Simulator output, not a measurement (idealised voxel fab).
This section sets out a process module, namely voxel gate over fins.
Pictured: cross-section cut, 205 nm wide, on a grid of 5 nm square cells.
Throughout this document, each cross-section is represented as a grid of square cells and is presented as a sequence of bands enumerated from the top downward, where a band comprises one or more rows of cells.
Basically the band line says how high the top is and how high the bottom is, in nm, and then what's in it from left to right, every material with its width in nm. Empty space shows up as "blank", and if a single material carries "full width" it runs the full band edge to edge.
Convention: height 0 is the level below which the wafer, as received, is all one material. The lowest band does not terminate at the bottom but continues downward, represented as "top 0, no bottom".
The notation "30->40" denotes a width that varies across the rows of cells in the band, beginning at the first number in the top row, finishing at the second number in the bottom row, and changing by an identical amount from each row to the next.
A step reported as "remains unaltered" is a step in which no cell of the cross-section changed.
Entry "Trapped voids" = empty spaces >= 8 cells with no open way to the top; each as width x height at distance, distance from left edge, all nm.
If you see something after the settings on a step's line, that's the simulator's own remark about that step.
The setting "overlay nm" may be written on the line of a step. When the step uses a mask, the value reports how far to the right of the planned place the mask lay, and a negative value reports that it lay to the left.

-- Planned step list for the process
1: RECEIVE (material Si)
2: CONFORMAL_DEP (material SiN; thk nm 5)
3: DIRECTIONAL_DEP (material aC; thk nm 15)
4: PATTERN (tone cover; mask id FINS; material resist; width nm 15; pitch nm 45; thk nm 30; overlay nm 0)
5: DIRECTIONAL_ETCH (etch materials aC; depth nm 15)
6: STRIP (etch materials resist)
7: DIRECTIONAL_ETCH (etch materials SiN; depth nm 5)
8: DIRECTIONAL_ETCH (etch materials Si; depth nm 40)
9: STRIP (etch materials aC)
10: FILL_DEP (material SiO2; thk nm 5)
11: CMP (height nm 5)
12: SELECTIVE_ETCH (etch materials SiO2; depth nm 20)
13: STRIP (etch materials SiN)
14: CONFORMAL_DEP (material HfO2; thk nm 5)
15: CONFORMAL_DEP (material TiN; thk nm 5)
16: FILL_DEP (material W; thk nm 15)
17: CMP (height nm 20)
18: CONFORMAL_DEP (material SiCN; thk nm 10)

-- Wafer at receipt (post step 1), cross-section
> top 0, no bottom: Si full width
> Trapped voids: none

-- First of two wafers, end-of-module section, run followed plan
> top 30, bottom 20: SiCN full width
> top 20, bottom 10: W full width
> top 10, bottom 5: W=15; TiN=35; W=10; TiN=35; W=10; TiN=35; W=10; TiN=35; W=20
> top 5, bottom 0: W=15; TiN=5; HfO2=25; TiN=5; W=10; TiN=5; HfO2=25; TiN=5; W=10; TiN=5; HfO2=25; TiN=5; W=10; TiN=5; HfO2=25; TiN=5; W=20
> top 0, bottom -5: W=15; TiN=5; HfO2=5; Si=15; HfO2=5; TiN=5; W=10; TiN=5; HfO2=5; Si=15; HfO2=5; TiN=5; W=10; TiN=5; HfO2=5; Si=15; HfO2=5; TiN=5; W=10; TiN=5; HfO2=5; Si=15; HfO2=5; TiN=5; W=20
> top -5, bottom -10: TiN=20; HfO2=5; Si=15; HfO2=5; TiN=20; HfO2=5; Si=15; HfO2=5; TiN=20; HfO2=5; Si=15; HfO2=5; TiN=20; HfO2=5; Si=15; HfO2=5; TiN=25
> top -10, bottom -15: HfO2=25; Si=15; HfO2=30; Si=15; HfO2=30; Si=15; HfO2=30; Si=15; HfO2=30
> top -15, bottom -40: SiO2=25; Si=15; SiO2=30; Si=15; SiO2=30; Si=15; SiO2=30; Si=15; SiO2=30
> top -40, no bottom: Si full width
> Trapped voids: none

-- Wafer two, sectioned after the module: the first wafer's start, the first wafer's plan, and one mistake in how it was run
> top 30, bottom 20: SiCN full width
> top 20, bottom 10: W full width
> top 10, bottom 5: W=10; TiN=35; W=10; TiN=35; W=10; TiN=35; W=10; TiN=35; W=25
> top 5, bottom 0: W=10; TiN=5; HfO2=25; TiN=5; W=10; TiN=5; HfO2=25; TiN=5; W=10; TiN=5; HfO2=25; TiN=5; W=10; TiN=5; HfO2=25; TiN=5; W=25
> top 0, bottom -5: W=10; TiN=5; HfO2=5; Si=15; HfO2=5; TiN=5; W=10; TiN=5; HfO2=5; Si=15; HfO2=5; TiN=5; W=10; TiN=5; HfO2=5; Si=15; HfO2=5; TiN=5; W=10; TiN=5; HfO2=5; Si=15; HfO2=5; TiN=5; W=25
> top -5, bottom -10: TiN=15; HfO2=5; Si=15; HfO2=5; TiN=20; HfO2=5; Si=15; HfO2=5; TiN=20; HfO2=5; Si=15; HfO2=5; TiN=20; HfO2=5; Si=15; HfO2=5; TiN=30
> top -10, bottom -15: HfO2=20; Si=15; HfO2=30; Si=15; HfO2=30; Si=15; HfO2=30; Si=15; HfO2=35
> top -15, bottom -40: SiO2=20; Si=15; SiO2=30; Si=15; SiO2=30; Si=15; SiO2=30; Si=15; SiO2=35
> top -40, no bottom: Si full width
> Trapped voids: none
Want to know what went wrong? step 4 ran differently from the plan; actual operation with settings: PATTERN (tone cover; mask id FINS; material resist; width nm 15; pitch nm 45; thk nm 30; overlay nm -5)
Same inventory, different map: at the end, the second wafer holds as many cells of each material as the first, placed elsewhere.
